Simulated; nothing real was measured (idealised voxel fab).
This is a process module. Its name is voxel ribs on slabs.
The width of the displayed cross-section, cut, is 190 nm; its cells are square, with a size of 5 nm.
Square cells in a grid make up a cross-section in this document, and the grid is given as bands, listed from the top down, each one or more rows of cells. What a band's entry tells you: where the top is and where the bottom is, as heights in nm, and after that what lies inside, material by material from left to right, each with its width in nm. Empty space is written as the word "blank", and a single material marked with the word "all across" occupies the band from edge to edge. Basically, 0 is our baseline, since under it the wafer straight out of the box is all one material. The bottom band has no lower end and keeps on going down, so it looks like "0 -> down". Width spec "30 to 40" -> top row of cells at first value, bottom row at second value, equal per-row change in between. The designation "left unchanged", where it is given for a processing step, indicates that no cell of the cross-section was altered in the course of that step. Voids not open to the top, 8 cells minimum: see "Enclosed internal cavities". Written width x height at distance; distance is from the left edge; nm. Note: text after step settings on the step line = simulator remark on that step. overlay nm: how far to the right of its planned place the mask lay on this masked step (negative: to the left).

The planned process steps are enumerated hereunder:
1) RECEIVE (material Si)
2) DIRECTIONAL_DEP (material SiO2; thk nm 30)
3) DIRECTIONAL_DEP (material polySi; thk nm 20)
4) PATTERN (tone cover; mask id RIB; material resist; width nm 30; thk nm 20; overlay nm 0)
5) DIRECTIONAL_ETCH (etch materials polySi; depth nm 15)
6) STRIP (etch materials resist)
7) PATTERN (tone cover; mask id SLAB; material resist; width nm 80; thk nm 15; overlay nm 0)
8) DIRECTIONAL_ETCH (etch materials polySi; depth nm 5)
9) STRIP (etch materials resist)
10) FILL_DEP (material SiO2; thk nm 20)
11) CMP (height nm 60)
12) DIRECTIONAL_DEP (material W; thk nm 5)
13) MASKED_ETCH (tone cover; mask id HEATER; width nm 40; etch materials W; depth nm 5; overlay nm 0)
14) CONFORMAL_DEP (material SiO2; thk nm 5)

First out of two wafers; run went to plan:

Step 1 complete: cross-section of the wafer as received:
  0 -> down | Si all across
  Enclosed internal cavities: none

Presented here is a cross-section of the wafer after step 2 has been performed:
  30 -> 0 | SiO2 all across
  For the remainder of the cross-section, below 0, there is no change.

Presented here is a cross-section of the wafer after step 3 has been performed:
  50 -> 30 | polySi all across
  For the remainder of the cross-section, below 30, there is no change.

Presented here is a cross-section of the wafer after step 4 has been performed:
  70 -> 50 | 80 of blank / 30 of resist / 80 of blank
  For the remainder of the cross-section, below 50, there is no change.

Presented here is a cross-section of the wafer after step 5 has been performed:
  70 -> 50 | 80 of blank / 30 of resist / 80 of blank
  50 -> 35 | 80 of blank / 30 of polySi / 80 of blank
  For the remainder of the cross-section, below 35, there is no change.

Presented here is a cross-section of the wafer after step 6 has been performed:
  50 -> 35 | 80 of blank / 30 of polySi / 80 of blank
  For the remainder of the cross-section, below 35, there is no change.

Presented here is a cross-section of the wafer after step 7 has been performed:
  65 -> 50 | 55 of blank / 80 of resist / 55 of blank
  50 -> 35 | 55 of blank / 25 of resist / 30 of polySi / 25 of resist / 55 of blank
  For the remainder of the cross-section, below 35, there is no change.

Presented here is a cross-section of the wafer after step 8 has been performed:
  65 -> 50 | 55 of blank / 80 of resist / 55 of blank
  50 -> 35 | 55 of blank / 25 of resist / 30 of polySi / 25 of resist / 55 of blank
  35 -> 30 | 55 of blank / 80 of polySi / 55 of blank
  For the remainder of the cross-section, below 30, there is no change.

Presented here is a cross-section of the wafer after step 9 has been performed:
  50 -> 35 | 80 of blank / 30 of polySi / 80 of blank
  For the remainder of the cross-section, below 35, there is no change.

Presented here is a cross-section of the wafer after step 10 has been performed:
  70 -> 50 | SiO2 all across
  50 -> 35 | 80 of SiO2 / 30 of polySi / 80 of SiO2
  35 -> 30 | 55 of SiO2 / 80 of polySi / 55 of SiO2
  For the remainder of the cross-section, below 30, there is no change.

Presented here is a cross-section of the wafer after step 11 has been performed:
  60 -> 50 | SiO2 all across
  For the remainder of the cross-section, below 50, there is no change.

Presented here is a cross-section of the wafer after step 12 has been performed:
  65 -> 60 | W all across
  For the remainder of the cross-section, below 60, there is no change.

Presented here is a cross-section of the wafer after step 13 has been performed:
  65 -> 60 | 75 of blank / 40 of W / 75 of blank
  For the remainder of the cross-section, below 60, there is no change.

Presented here is a cross-section of the wafer after step 14 has been performed:
  70 -> 65 | 70 of blank / 50 of SiO2 / 70 of blank
  65 -> 60 | 75 of SiO2 / 40 of W / 75 of SiO2
  For the remainder of the cross-section, below 60, there is no change.

It is to be noted that the second wafer proceeded from the same initial state and according to the same plan as the first, although one mistake was committed in its execution; through step 1, inclusive, the two wafers share an identical history:

Second wafer, section view, time point: scheduled end of step 2:
  20 -> 0 | SiO2 all across
  For the remainder of the cross-section, below 0, there is no change.

Second wafer, section view, time point: scheduled end of step 3:
  40 -> 20 | polySi all across
  For the remainder of the cross-section, below 20, there is no change.

Second wafer, section view, time point: scheduled end of step 4:
  60 -> 40 | 80 of blank / 30 of resist / 80 of blank
  For the remainder of the cross-section, below 40, there is no change.

Second wafer, section view, time point: scheduled end of step 5:
  60 -> 40 | 80 of blank / 30 of resist / 80 of blank
  40 -> 25 | 80 of blank / 30 of polySi / 80 of blank
  For the remainder of the cross-section, below 25, there is no change.

Second wafer, section view, time point: scheduled end of step 6:
  40 -> 25 | 80 of blank / 30 of polySi / 80 of blank
  For the remainder of the cross-section, below 25, there is no change.

Second wafer, section view, time point: scheduled end of step 7:
  55 -> 40 | 55 of blank / 80 of resist / 55 of blank
  40 -> 25 | 55 of blank / 25 of resist / 30 of polySi / 25 of resist / 55 of blank
  For the remainder of the cross-section, below 25, there is no change.

Second wafer, section view, time point: scheduled end of step 8:
  55 -> 40 | 55 of blank / 80 of resist / 55 of blank
  40 -> 25 | 55 of blank / 25 of resist / 30 of polySi / 25 of resist / 55 of blank
  25 -> 20 | 55 of blank / 80 of polySi / 55 of blank
  For the remainder of the cross-section, below 20, there is no change.

Second wafer, section view, time point: scheduled end of step 9:
  40 -> 25 | 80 of blank / 30 of polySi / 80 of blank
  For the remainder of the cross-section, below 25, there is no change.

Second wafer, section view, time point: scheduled end of step 10:
  60 -> 40 | SiO2 all across
  40 -> 25 | 80 of SiO2 / 30 of polySi / 80 of SiO2
  25 -> 20 | 55 of SiO2 / 80 of polySi / 55 of SiO2
  For the remainder of the cross-section, below 20, there is no change.

Second wafer, section view, time point: scheduled end of step 11: left unchanged

Second wafer, section view, time point: scheduled end of step 12:
  65 -> 60 | W all across
  For the remainder of the cross-section, below 60, there is no change.

Second wafer, section view, time point: scheduled end of step 13:
  65 -> 60 | 75 of blank / 40 of W / 75 of blank
  For the remainder of the cross-section, below 60, there is no change.

Second wafer, section view, time point: scheduled end of step 14:
  70 -> 65 | 70 of blank / 50 of SiO2 / 70 of blank
  65 -> 60 | 75 of SiO2 / 40 of W / 75 of SiO2
  For the remainder of the cross-section, below 60, there is no change.
Run error: step 2, actual vs plan mismatch, actual run DIRECTIONAL_DEP (material SiO2; thk nm 20)
So at the finish, the second wafer's got exactly as many cells of each material as the first, just not in the same spots.
